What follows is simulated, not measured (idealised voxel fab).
process module | voxel spacer lines
Section cut is 220 nm wide and gridded with 5 nm square cells.
Heads up, the way a cross-section reads in here is a grid of square cells, handed over as bands from the top down, with every band being one or more rows of cells. Heads up on the band format: heights come first, top then bottom, in nm. After that it's the materials left to right, each with its width in nm. A single material flagged "throughout" fills the whole band edge to edge, and "empty" means there's empty space there. Heights are measured from 0, the level below which the as-received wafer is all one material; the lowest band has no bottom and continues downward, written as in "from 0 down". The expression "30..40" gives the width at the extremes of the band, the first number at its top row of cells and the second at its bottom row, with the width changing by equal amounts from each row to the next in between. Any step labelled "everything unchanged" changed none of the cells in the cross-section. In "Closed void table" the enclosed voids are listed, meaning empty spaces of 8 cells or larger without any opening to the top. The form is width x height at distance, distance from the left edge, units nm. That trailing text on a step's line, after the settings, is the simulator's own remark on the step. overlay nm: for a step with a mask, the amount by which the mask lay right of where it was planned; a negative amount means left of it.

### Process steps - plan
step 1: RECEIVE, material Si
step 2: CONFORMAL_DEP, material Al2O3, thk nm 10
step 3: DIRECTIONAL_DEP, material TiN, thk nm 15
step 4: DIRECTIONAL_DEP, material aC, thk nm 30
step 5: PATTERN, tone cover, mask id MANDREL, material resist, width nm 25, pitch nm 80, thk nm 40, overlay nm 0
step 6: DIRECTIONAL_ETCH, etch materials aC, depth nm 30
step 7: STRIP, etch materials resist
step 8: CONFORMAL_DEP, material SiN, thk nm 15
step 9: DIRECTIONAL_ETCH, etch materials SiN, depth nm 15
step 10: STRIP, etch materials aC
step 11: DIRECTIONAL_ETCH, etch materials TiN, depth nm 15
step 12: STRIP, etch materials SiN
step 13: FILL_DEP, material SiO2, thk nm 10
step 14: CMP, height nm 25

### The first of a set of two wafers, run to plan

### Here's what the wafer looked like in cross-section when it arrived - that's after step 1
    from 0 down  Si throughout
    Closed void table: none

### Step 2 done - wafer cross-section
    from 10 to 0  Al2O3 throughout
    Anything lower than 0 is untouched.

### Step 3 done - wafer cross-section
    from 25 to 10  TiN throughout
    Anything lower than 10 is untouched.

### Step 4 done - wafer cross-section
    from 55 to 25  aC throughout
    Anything lower than 25 is untouched.

### Step 5 done - wafer cross-section
    from 95 to 55  empty (15), resist (25), empty (55), resist (25), empty (55), resist (25), empty (20)
    Anything lower than 55 is untouched.

### Step 6 done - wafer cross-section
    from 65 to 55  empty (15), resist (25), empty (55), resist (25), empty (55), resist (25), empty (20)
    from 55 to 25  empty (15), aC (25), empty (55), aC (25), empty (55), aC (25), empty (20)
    Anything lower than 25 is untouched.

### Step 7 done - wafer cross-section
    from 55 to 25  empty (15), aC (25), empty (55), aC (25), empty (55), aC (25), empty (20)
    Anything lower than 25 is untouched.

### Step 8 done - wafer cross-section
    from 70 to 55  SiN (55), empty (25), SiN (55), empty (25), SiN (55), empty (5)
    from 55 to 40  SiN (15), aC (25), SiN (15), empty (25), SiN (15), aC (25), SiN (15), empty (25), SiN (15), aC (25), SiN (15), empty (5)
    from 40 to 25  SiN (15), aC (25), SiN (55), aC (25), SiN (55), aC (25), SiN (20)
    Anything lower than 25 is untouched.

### Step 9 done - wafer cross-section
    from 55 to 25  SiN (15), aC (25), SiN (15), empty (25), SiN (15), aC (25), SiN (15), empty (25), SiN (15), aC (25), SiN (15), empty (5)
    Anything lower than 25 is untouched.

### Step 10 done - wafer cross-section
    from 55 to 25  SiN (15), empty (25), SiN (15), empty (25), SiN (15), empty (25), SiN (15), empty (25), SiN (15), empty (25), SiN (15), empty (5)
    Anything lower than 25 is untouched.

### Step 11 done - wafer cross-section
    from 55 to 25  SiN (15), empty (25), SiN (15), empty (25), SiN (15), empty (25), SiN (15), empty (25), SiN (15), empty (25), SiN (15), empty (5)
    from 25 to 10  TiN (15), empty (25), TiN (15), empty (25), TiN (15), empty (25), TiN (15), empty (25), TiN (15), empty (25), TiN (15), empty (5)
    Anything lower than 10 is untouched.

### Step 12 done - wafer cross-section
    from 25 to 10  TiN (15), empty (25), TiN (15), empty (25), TiN (15), empty (25), TiN (15), empty (25), TiN (15), empty (25), TiN (15), empty (5)
    Anything lower than 10 is untouched.

### Step 13 done - wafer cross-section
    from 35 to 25  SiO2 throughout
    from 25 to 10  TiN (15), SiO2 (25), TiN (15), SiO2 (25), TiN (15), SiO2 (25), TiN (15), SiO2 (25), TiN (15), SiO2 (25), TiN (15), SiO2 (5)
    Anything lower than 10 is untouched.

### Step 14 done - wafer cross-section
    from 25 to 10  TiN (15), SiO2 (25), TiN (15), SiO2 (25), TiN (15), SiO2 (25), TiN (15), SiO2 (25), TiN (15), SiO2 (25), TiN (15), SiO2 (5)
    Anything lower than 10 is untouched.

### Wafer two: like wafer one in start and plan, but with one mistake in execution; identical up to and including step 1

Second wafer, cut view, end of step 2 per plan: everything unchanged

### Second wafer, cut view, end of step 3 per plan
    from 15 to 0  TiN throughout
    Anything lower than 0 is untouched.

### Second wafer, cut view, end of step 4 per plan
    from 45 to 15  aC throughout
    Anything lower than 15 is untouched.

### Second wafer, cut view, end of step 5 per plan
    from 85 to 45  empty (15), resist (25), empty (55), resist (25), empty (55), resist (25), empty (20)
    Anything lower than 45 is untouched.

### Second wafer, cut view, end of step 6 per plan
    from 55 to 45  empty (15), resist (25), empty (55), resist (25), empty (55), resist (25), empty (20)
    from 45 to 15  empty (15), aC (25), empty (55), aC (25), empty (55), aC (25), empty (20)
    Anything lower than 15 is untouched.

### Second wafer, cut view, end of step 7 per plan
    from 45 to 15  empty (15), aC (25), empty (55), aC (25), empty (55), aC (25), empty (20)
    Anything lower than 15 is untouched.

### Second wafer, cut view, end of step 8 per plan
    from 60 to 45  SiN (55), empty (25), SiN (55), empty (25), SiN (55), empty (5)
    from 45 to 30  SiN (15), aC (25), SiN (15), empty (25), SiN (15), aC (25), SiN (15), empty (25), SiN (15), aC (25), SiN (15), empty (5)
    from 30 to 15  SiN (15), aC (25), SiN (55), aC (25), SiN (55), aC (25), SiN (20)
    Anything lower than 15 is untouched.

### Second wafer, cut view, end of step 9 per plan
    from 45 to 15  SiN (15), aC (25), SiN (15), empty (25), SiN (15), aC (25), SiN (15), empty (25), SiN (15), aC (25), SiN (15), empty (5)
    Anything lower than 15 is untouched.

### Second wafer, cut view, end of step 10 per plan
    from 45 to 15  SiN (15), empty (25), SiN (15), empty (25), SiN (15), empty (25), SiN (15), empty (25), SiN (15), empty (25), SiN (15), empty (5)
    Anything lower than 15 is untouched.

### Second wafer, cut view, end of step 11 per plan
    from 45 to 15  SiN (15), empty (25), SiN (15), empty (25), SiN (15), empty (25), SiN (15), empty (25), SiN (15), empty (25), SiN (15), empty (5)
    from 15 to 0  TiN (15), empty (25), TiN (15), empty (25), TiN (15), empty (25), TiN (15), empty (25), TiN (15), empty (25), TiN (15), empty (5)
    Anything lower than 0 is untouched.

### Second wafer, cut view, end of step 12 per plan
    from 15 to 0  TiN (15), empty (25), TiN (15), empty (25), TiN (15), empty (25), TiN (15), empty (25), TiN (15), empty (25), TiN (15), empty (5)
    Anything lower than 0 is untouched.

### Second wafer, cut view, end of step 13 per plan
    from 25 to 15  SiO2 throughout
    from 15 to 0  TiN (15), SiO2 (25), TiN (15), SiO2 (25), TiN (15), SiO2 (25), TiN (15), SiO2 (25), TiN (15), SiO2 (25), TiN (15), SiO2 (5)
    Anything lower than 0 is untouched.

Second wafer, cut view, end of step 14 per plan: everything unchanged
What went wrong in running the wafer? step 2 of the plan was jumped over and never run
Final wafer comparison in cells, second versus first, more or fewer per material: 88 fewer of Al2O3, 88 more of SiO2
